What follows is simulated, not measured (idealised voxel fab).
Process module heading - voxel ribs on slabs
Cross-section cut: width 260 nm, square cells of 5 nm.
Each cross-section below is a grid of square cells, stated as bands in top-down order, with one or more rows of cells making up each band. What a band's entry tells you: where the top is and where the bottom is, as heights in nm, and after that what lies inside, material by material from left to right, each with its width in nm. Empty space is written as the word "air", and a single material marked with the word "everywhere" occupies the band from edge to edge. Heights are reckoned from 0. Under this level, the received wafer is all of one material. The bottommost band is open-ended downward, for example "0..down". The two numbers in a width such as "30 to 40" mark its ends across the band: the first belongs to the top row of cells, the second to the bottom row, and from each row to the next the width moves by the same amount. You'll sometimes find "no alteration" written for a step, and that's the way of saying that nowhere in the cross-section did a cell change during that step. The list in "Encapsulated voids" covers empty spaces of 8 cells or more that cannot reach the top through any open way, and it gives each as width x height at distance; the distance is from the left edge, and width, height and distance are in nm. Formally, on a step line, whatever follows the settings is a remark that the simulator itself makes on the step. "overlay nm", when on a step's line for a step with a mask, measures how far to the right of its planned place the mask lay; a negative measure means to the left.

[Steps in the process plan]
1 RECEIVE (material Si)
2 DIRECTIONAL_DEP (material SiO2; thk nm 30)
3 DIRECTIONAL_DEP (material polySi; thk nm 15)
4 DIRECTIONAL_DEP (material aC; thk nm 10)
5 PATTERN (tone cover; mask id RIB; material resist; width nm 15; thk nm 30; overlay nm 0)
6 DIRECTIONAL_ETCH (etch materials aC; depth nm 10)
7 STRIP (etch materials resist)
8 DIRECTIONAL_ETCH (etch materials polySi; depth nm 10)
9 STRIP (etch materials aC)
10 MASKED_ETCH (tone cover; mask id SLAB; width nm 75; etch materials polySi; depth nm 5; overlay nm 0)
11 FILL_DEP (material SiO2; thk nm 15)
12 CMP (height nm 55)
13 DIRECTIONAL_DEP (material W; thk nm 10)
14 DIRECTIONAL_DEP (material aC; thk nm 15)
15 PATTERN (tone cover; mask id HEATER; material resist; width nm 25; thk nm 30; overlay nm 0)
16 DIRECTIONAL_ETCH (etch materials aC; depth nm 15)
17 STRIP (etch materials resist)
18 DIRECTIONAL_ETCH (etch materials W; depth nm 10)
19 STRIP (etch materials aC)
20 CONFORMAL_DEP (material SiN; thk nm 5)

[First wafer of two (run as planned)]

[Wafer as received: cross-section following step 1]
> 0..down | Si everywhere
> Encapsulated voids: none

[Cross-sectional representation of the wafer at the conclusion of step 2]
> 30..0 | SiO2 everywhere
> Beneath the level 0, the cross-section is identical to its previous state.

[Cross-sectional representation of the wafer at the conclusion of step 3]
> 45..30 | polySi everywhere
> Beneath the level 30, the cross-section is identical to its previous state.

[Cross-sectional representation of the wafer at the conclusion of step 4]
> 55..45 | aC everywhere
> Beneath the level 45, the cross-section is identical to its previous state.

[Cross-sectional representation of the wafer at the conclusion of step 5]
> 85..55 | air (120) / resist (15) / air (125)
> Beneath the level 55, the cross-section is identical to its previous state.

[Cross-sectional representation of the wafer at the conclusion of step 6]
> 75..55 | air (120) / resist (15) / air (125)
> 55..45 | air (120) / aC (15) / air (125)
> Beneath the level 45, the cross-section is identical to its previous state.

[Cross-sectional representation of the wafer at the conclusion of step 7]
> 55..45 | air (120) / aC (15) / air (125)
> Beneath the level 45, the cross-section is identical to its previous state.

[Cross-sectional representation of the wafer at the conclusion of step 8]
> 55..45 | air (120) / aC (15) / air (125)
> 45..35 | air (120) / polySi (15) / air (125)
> Beneath the level 35, the cross-section is identical to its previous state.

[Cross-sectional representation of the wafer at the conclusion of step 9]
> 45..35 | air (120) / polySi (15) / air (125)
> Beneath the level 35, the cross-section is identical to its previous state.

[Cross-sectional representation of the wafer at the conclusion of step 10]
> 45..35 | air (120) / polySi (15) / air (125)
> 35..30 | air (90) / polySi (75) / air (95)
> Beneath the level 30, the cross-section is identical to its previous state.

[Cross-sectional representation of the wafer at the conclusion of step 11]
> 60..45 | SiO2 everywhere
> 45..35 | SiO2 (120) / polySi (15) / SiO2 (125)
> 35..30 | SiO2 (90) / polySi (75) / SiO2 (95)
> Beneath the level 30, the cross-section is identical to its previous state.

[Cross-sectional representation of the wafer at the conclusion of step 12]
> 55..45 | SiO2 everywhere
> Beneath the level 45, the cross-section is identical to its previous state.

[Cross-sectional representation of the wafer at the conclusion of step 13]
> 65..55 | W everywhere
> Beneath the level 55, the cross-section is identical to its previous state.

[Cross-sectional representation of the wafer at the conclusion of step 14]
> 80..65 | aC everywhere
> Beneath the level 65, the cross-section is identical to its previous state.

[Cross-sectional representation of the wafer at the conclusion of step 15]
> 110..80 | air (115) / resist (25) / air (120)
> Beneath the level 80, the cross-section is identical to its previous state.

[Cross-sectional representation of the wafer at the conclusion of step 16]
> 95..80 | air (115) / resist (25) / air (120)
> 80..65 | air (115) / aC (25) / air (120)
> Beneath the level 65, the cross-section is identical to its previous state.

[Cross-sectional representation of the wafer at the conclusion of step 17]
> 80..65 | air (115) / aC (25) / air (120)
> Beneath the level 65, the cross-section is identical to its previous state.

[Cross-sectional representation of the wafer at the conclusion of step 18]
> 80..65 | air (115) / aC (25) / air (120)
> 65..55 | air (115) / W (25) / air (120)
> Beneath the level 55, the cross-section is identical to its previous state.

[Cross-sectional representation of the wafer at the conclusion of step 19]
> 65..55 | air (115) / W (25) / air (120)
> Beneath the level 55, the cross-section is identical to its previous state.

[Cross-sectional representation of the wafer at the conclusion of step 20]
> 70..65 | air (110) / SiN (35) / air (115)
> 65..60 | air (110) / SiN (5) / W (25) / SiN (5) / air (115)
> 60..55 | SiN (115) / W (25) / SiN (120)
> Beneath the level 55, the cross-section is identical to its previous state.

[What follows concerns the second wafer, which started out like the first and was meant to follow the very same plan; one mistake crept in when it was run, but everything up to and including step 9 is the same as for the first wafer]

[Cross-section of the second wafer at the time step 10 of the plan should have ended]
> 40..35 | air (120) / polySi (15) / air (125)
> 35..30 | polySi (90) / air (30) / polySi (15) / air (30) / polySi (95)
> Beneath the level 30, the cross-section is identical to its previous state.

[Cross-section of the second wafer at the time step 11 of the plan should have ended]
> 55..40 | SiO2 everywhere
> 40..35 | SiO2 (120) / polySi (15) / SiO2 (125)
> 35..30 | polySi (90) / SiO2 (30) / polySi (15) / SiO2 (30) / polySi (95)
> Beneath the level 30, the cross-section is identical to its previous state.

Cross-section of the second wafer at the time step 12 of the plan should have ended: no alteration

[Cross-section of the second wafer at the time step 13 of the plan should have ended]
> 65..55 | W everywhere
> Beneath the level 55, the cross-section is identical to its previous state.

[Cross-section of the second wafer at the time step 14 of the plan should have ended]
> 80..65 | aC everywhere
> Beneath the level 65, the cross-section is identical to its previous state.

[Cross-section of the second wafer at the time step 15 of the plan should have ended]
> 110..80 | air (115) / resist (25) / air (120)
> Beneath the level 80, the cross-section is identical to its previous state.

[Cross-section of the second wafer at the time step 16 of the plan should have ended]
> 95..80 | air (115) / resist (25) / air (120)
> 80..65 | air (115) / aC (25) / air (120)
> Beneath the level 65, the cross-section is identical to its previous state.

[Cross-section of the second wafer at the time step 17 of the plan should have ended]
> 80..65 | air (115) / aC (25) / air (120)
> Beneath the level 65, the cross-section is identical to its previous state.

[Cross-section of the second wafer at the time step 18 of the plan should have ended]
> 80..65 | air (115) / aC (25) / air (120)
> 65..55 | air (115) / W (25) / air (120)
> Beneath the level 55, the cross-section is identical to its previous state.

[Cross-section of the second wafer at the time step 19 of the plan should have ended]
> 65..55 | air (115) / W (25) / air (120)
> Beneath the level 55, the cross-section is identical to its previous state.

[Cross-section of the second wafer at the time step 20 of the plan should have ended]
> 70..65 | air (110) / SiN (35) / air (115)
> 65..60 | air (110) / SiN (5) / W (25) / SiN (5) / air (115)
> 60..55 | SiN (115) / W (25) / SiN (120)
> Beneath the level 55, the cross-section is identical to its previous state.
Deviation noted in wafer processing: so step 10 ended up running with a different setting than we planned, it ran as MASKED_ETCH (tone open; mask id SLAB; width nm 75; etch materials polySi; depth nm 5; overlay nm 0)
Final wafer comparison in cells, second versus first, more or fewer per material: 22 fewer of SiO2; 22 more of polySi
